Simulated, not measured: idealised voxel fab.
Process module heading - voxel air gaps
It is cross-section cut that appears here, measuring 245 nm in width, its square cells being 5 nm in size.
Heads up, the way a cross-section reads in here is a grid of square cells, handed over as bands from the top down, with every band being one or more rows of cells.
A band entry consists of two parts. The first gives the height of the band's top and the height of its bottom, in nm. The rest lists the band's materials from left to right, each with its width in nm. A single material labelled with the word "full width" fills the band from edge to edge, and the word "air" marks empty space.
Note: height 0 marks the level under which the wafer is uniformly one material as received. Lowest band unbounded below, written "0 nm and below".
Think of "30 to 40" as a width that walks from the first number to the second as you go down the band, top row to bottom row, taking equal-sized steps from row to row.
For the purposes of this document, the phrase "changes: none" attached to a step denotes that no cell within the cross-section was modified by that step.
Entry "Catalogued sealed voids". Content: empty spaces with no open connection to the top, size 8 cells or greater. Each: width x height at distance. Distance: from left edge. Unit: nm.
Past the settings on a step's line: simulator remark, on that step.
What "overlay nm" on a step's line means: if the step has a mask, that mask lay this far to the right of its planned place, or, when the value is negative, to the left.
### List of planned process steps
1: RECEIVE, material Si
2: CONFORMAL_DEP, material SiO2, thk nm 15
3: CONFORMAL_DEP, material SiN, thk nm 5
4: DIRECTIONAL_DEP, material lowk, thk nm 30
5: DIRECTIONAL_DEP, material aC, thk nm 15
6: PATTERN, tone open, mask id LINES, material resist, width nm 25, pitch nm 55, thk nm 30, overlay nm 0
7: DIRECTIONAL_ETCH, etch materials aC, depth nm 15
8: STRIP, etch materials resist
9: DIRECTIONAL_ETCH, etch materials lowk, depth nm 30
10: STRIP, etch materials aC
11: CONFORMAL_DEP, material TiN, thk nm 5
12: FILL_DEP, material W, thk nm 10
13: CMP, height nm 50
14: EPI, material Ru, thk nm 10
15: SELECTIVE_ETCH, etch materials lowk, depth nm 40
16: CONFORMAL_DEP, material SiN, thk nm 5
### As-received state of the wafer in cross-section, equivalent to post-step 1
* 0 nm and below | Si full width
* Catalogued sealed voids: none
### First of two wafers: cross-section at end of module, run per plan
* 65 nm to 60 nm | 40 nm air; 165 nm SiN; 40 nm air
* 60 nm to 50 nm | 40 nm air; 5 nm SiN; 45 nm Ru; 10 nm SiN; 45 nm Ru; 10 nm SiN; 45 nm Ru; 5 nm SiN; 40 nm air
* 50 nm to 45 nm | 40 nm air; 15 nm SiN; 5 nm TiN; 15 nm W; 5 nm TiN; 30 nm SiN; 5 nm TiN; 15 nm W; 5 nm TiN; 30 nm SiN; 5 nm TiN; 15 nm W; 5 nm TiN; 15 nm SiN; 40 nm air
* 45 nm to 25 nm | 50 nm air; 5 nm SiN; 5 nm TiN; 15 nm W; 5 nm TiN; 5 nm SiN; 20 nm air; 5 nm SiN; 5 nm TiN; 15 nm W; 5 nm TiN; 5 nm SiN; 20 nm air; 5 nm SiN; 5 nm TiN; 15 nm W; 5 nm TiN; 5 nm SiN; 50 nm air
* 25 nm to 20 nm | 55 nm SiN; 25 nm TiN; 30 nm SiN; 25 nm TiN; 30 nm SiN; 25 nm TiN; 55 nm SiN
* 20 nm to 15 nm | SiN full width
* 15 nm to 0 nm | SiO2 full width
* 0 nm and below | Si full width
* Catalogued sealed voids: 20 x 20 at 85; 20 x 20 at 140
### Second of two wafers, module complete, sectioned: it shares the first wafer's start and plan but was run with one mistake
* 65 nm to 60 nm | 40 nm air; 165 nm SiN; 40 nm air
* 60 nm to 50 nm | 40 nm air; 5 nm SiN; 45 nm Ru; 10 nm SiN; 45 nm Ru; 10 nm SiN; 45 nm Ru; 5 nm SiN; 40 nm air
* 50 nm to 45 nm | 40 nm air; 15 nm SiN; 5 nm TiN; 15 nm W; 5 nm TiN; 30 nm SiN; 5 nm TiN; 15 nm W; 5 nm TiN; 30 nm SiN; 5 nm TiN; 15 nm W; 5 nm TiN; 15 nm SiN; 40 nm air
* 45 nm to 40 nm | 50 nm air; 5 nm SiN; 5 nm TiN; 15 nm W; 5 nm TiN; 5 nm SiN; 20 nm air; 5 nm SiN; 5 nm TiN; 15 nm W; 5 nm TiN; 5 nm SiN; 20 nm air; 5 nm SiN; 5 nm TiN; 15 nm W; 5 nm TiN; 5 nm SiN; 50 nm air
* 40 nm to 35 nm | 55 nm SiN; 25 nm TiN; 30 nm SiN; 25 nm TiN; 30 nm SiN; 25 nm TiN; 55 nm SiN
* 35 nm to 30 nm | SiN full width
* 30 nm to 0 nm | SiO2 full width
* 0 nm and below | Si full width
* Catalogued sealed voids: none
Where did the run depart from the plan? step 2 of the plan was carried out twice
Bottom line after processing is that, in cells, the second wafer is up or down on some materials versus the first: SiN -18 | SiO2 +147 | TiN -18 | W -27
End state: 2 closed voids on the first wafer, 0 on the second.
